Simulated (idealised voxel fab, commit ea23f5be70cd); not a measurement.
The following is a process module called voxel trench capacitor.
Cross-section cut spans 205 nm and uses square cells 5 nm in size.
If you're reading a cross-section in this doc, picture square cells in a grid; it comes to you as bands, top ones listed first down to the bottom, and a band can be one or more rows of cells.
Band: top and bottom heights (nm) first, top before bottom; then materials from left to right, widths in nm. "throughout" marks a sole material filling the band edge to edge. "empty" denotes empty space.
We count height from 0. Below that, the starting wafer is all one material. The lowest band never ends at the bottom but goes on down; see "from 0 down" for how that is written.
Think of "30..40" as a width that walks from the first number to the second as you go down the band, top row to bottom row, taking equal-sized steps from row to row.
"stayed the same" -> step changed no cross-section cell.
In "Closed voids list" the enclosed voids are listed, meaning empty spaces of 8 cells or larger without any opening to the top. The form is width x height at distance, distance from the left edge, units nm.
Text after the settings on a step's line: the simulator's own remark on that step.
If you see "overlay nm" on a step's line and that step has a mask, it's telling you how far right of where it was planned the mask ended up; a negative number means it went left instead.
# Planned step list for the process
1,RECEIVE with material Si
2,CONFORMAL_DEP with material SiN, thk nm 5
3,DIRECTIONAL_DEP with material aC, thk nm 15
4,PATTERN with tone open, mask id TRENCH, material resist, width nm 25, pitch nm 50, thk nm 35, overlay nm 0
5,DIRECTIONAL_ETCH with etch materials aC, depth nm 15
6,STRIP with etch materials resist
7,DIRECTIONAL_ETCH with etch materials SiN, depth nm 10
8,DIRECTIONAL_ETCH with etch materials Si, depth nm 25
9,STRIP with etch materials aC
10,CONFORMAL_DEP with material SiO2, thk nm 5
11,FILL_DEP with material polySi, thk nm 10
12,CMP with height nm 10
varied across the wafers: thk nm of step 2. The plan shows the first wafer's value. All wafers start alike
# Cross-section of the first incoming wafer of several, state after step 1
  from 0 down = Si throughout
  Closed voids list: none
# Table: wafers, a row each; end-of-module cell change per material since receipt, gain (+), loss (-); then closed voids
thk nm 5, -75 Si, +26 SiN, +77 SiO2, +54 polySi, Closed voids list: none
thk nm 10, -75 Si, +52 SiN, +51 SiO2, +54 polySi, Closed voids list: none
thk nm 15, +67 SiN, +15 SiO2, Closed voids list: none
thk nm 20, +82 SiN, Closed voids list: none
thk nm 25, +82 SiN, Closed voids list: none
